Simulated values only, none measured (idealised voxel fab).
Process module under the name voxel lift off
Shown is cross-section cut, with a width of 245 nm and square cells of size 5 nm.
A cross-section in this document is a grid of square cells, and it is written down as bands, the top band listed before the ones below it; a band is made up of one or more rows of cells. Per band: top height and bottom height in nm, followed by the left-to-right materials and their widths in nm; "all across" marks a single material spanning edge to edge, "blank" marks empty space. Note: height 0 marks the level under which the wafer is uniformly one material as received. Lowest band unbounded below, written "0 nm and below". Quick explanation for "30..40": the width changes in equal steps down the rows of cells, from the first number in the band's top row to the second number in its bottom row. When a step is marked "no alterations made", none of the cells in the cross-section changed during that step. Under "Closed cavity list" you'll find the enclosed gaps, the ones with no way out to the top, that are 8 cells or bigger; each reads width x height at distance, with distance counted from the left edge, everything in nm. Past the settings on a step's line: simulator remark, on that step. Steps that use a mask can have "overlay nm" on their line. It says how far the mask sat to the right of where it was meant to be. Negative means to the left.
Listed below are the process steps as planned
| 1 | RECEIVE: material Si |
| 2 | CONFORMAL_DEP: material SiO2, thk nm 5 |
| 3 | PATTERN: tone open, mask id LINES, material resist, width nm 30, pitch nm 55, thk nm 20, overlay nm 0 |
| 4 | DIRECTIONAL_DEP: material Ru, thk nm 10 |
| 5 | STRIP: etch materials resist |
| 6 | CONFORMAL_DEP: material SiO2, thk nm 5 |
Here's what the wafer looked like in cross-section when it arrived - that's after step 1
0 nm and below = Si all across
Closed cavity list: none
The first of the two wafers as seen in cross-section once the module was finished; processing followed the plan
20 nm to 15 nm = 75 of blank; 40 of SiO2; 15 of blank; 40 of SiO2; 75 of blank
15 nm to 10 nm = 75 of blank; 5 of SiO2; 30 of Ru; 5 of SiO2; 15 of blank; 5 of SiO2; 30 of Ru; 5 of SiO2; 75 of blank
10 nm to 5 nm = 80 of SiO2; 30 of Ru; 25 of SiO2; 30 of Ru; 80 of SiO2
5 nm to 0 nm = SiO2 all across
0 nm and below = Si all across
Closed cavity list: none
Second wafer cross-section at end of module - shared start and plan with the first, one mistake in the run
20 nm to 15 nm = 85 of SiO2; 20 of blank; 35 of SiO2; 20 of blank; 85 of SiO2
15 nm to 10 nm = 80 of Ru; 5 of SiO2; 20 of blank; 5 of SiO2; 25 of Ru; 5 of SiO2; 20 of blank; 5 of SiO2; 80 of Ru
10 nm to 5 nm = 80 of Ru; 30 of SiO2; 25 of Ru; 30 of SiO2; 80 of Ru
5 nm to 0 nm = SiO2 all across
0 nm and below = Si all across
Closed cavity list: none
Processing error: step 3 did not use the planned setting and instead ran as PATTERN: tone cover, mask id LINES, material resist, width nm 30, pitch nm 55, thk nm 20, overlay nm 0
Final cells, second wafer relative to first, materials higher or lower: +50 Ru
